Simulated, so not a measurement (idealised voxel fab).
process module | voxel spacer lines
cross-section cut | 150 nm wide | cells 5 nm
A cross-section is a grid of square cells, given in bands from the top down. A band is one or more rows of cells.
Each band's line starts with the height of the band's top and of its bottom, in nm. Then come its materials from left to right, each with its width in nm. One material with "throughout" fills the band from edge to edge. "air" is empty space.
Height 0 is the level under which the wafer as received is all one material. The lowest band goes on downwards, as in "0 down".
A width such as "30 to 40" changes by the same amount from each row of cells to the next, from the band's top row to its bottom row.
"no change" after a step means that no cell of the cross-section changed.
closed voids: empty space of 8 cells or more with no open way to the top, each as width x height at its distance from the left edge, in nm
after a step's settings: what the simulator itself notes on the step
overlay nm, on a step with a mask: how far to the right of its planned place the mask lay; to the left if negative
plan
1 op RECEIVE | material Si
2 op CONFORMAL_DEP | material Al2O3 | thk nm 5
3 op DIRECTIONAL_DEP | material W | thk nm 10
4 op DIRECTIONAL_DEP | material polySi | thk nm 20
5 op PATTERN | tone cover | mask id MANDREL | material resist | width nm 15 | pitch nm 50 | thk nm 25 | overlay nm -15
6 op DIRECTIONAL_ETCH | etch materials polySi | depth nm 20
7 op STRIP | etch materials resist
8 op CONFORMAL_DEP | material SiN | thk nm 10
9 op DIRECTIONAL_ETCH | etch materials SiN | depth nm 10
10 op STRIP | etch materials polySi
11 op DIRECTIONAL_ETCH | etch materials W | depth nm 10
12 op STRIP | etch materials SiN
13 op FILL_DEP | material SiO2 | thk nm 5
14 op CMP | height nm 15
varied across the wafers: overlay nm of step 5. The plan shows the first wafer's value. All wafers start alike
first wafer as received, after step 1
  0 down: Si throughout
  closed voids: none
first wafer at the end, after step 14
  15 to 5: SiO2 15 | W 10 | SiO2 15 | W 10 | SiO2 15 | W 10 | SiO2 15 | W 10 | SiO2 50
  5 to 0: Al2O3 throughout
  0 down: Si throughout
  closed voids: none
last wafer at the end
  15 to 5: SiO2 45 | W 10 | SiO2 15 | W 10 | SiO2 15 | W 10 | SiO2 15 | W 10 | SiO2 20
  5 to 0: Al2O3 throughout
  0 down: Si throughout
  closed voids: none
each wafer at the end: cells of each material gained (+) or lost (-) since it was received, then its closed voids
overlay nm -15 | +30 Al2O3 | +44 SiO2 | +16 W | closed voids: none
overlay nm -10 | +30 Al2O3 | +44 SiO2 | +16 W | closed voids: none
overlay nm -5 | +30 Al2O3 | +44 SiO2 | +16 W | closed voids: none
overlay nm 0 | +30 Al2O3 | +44 SiO2 | +16 W | closed voids: none
overlay nm 5 | +30 Al2O3 | +44 SiO2 | +16 W | closed voids: none
overlay nm 10 | +30 Al2O3 | +44 SiO2 | +16 W | closed voids: none
overlay nm 15 | +30 Al2O3 | +44 SiO2 | +16 W | closed voids: none
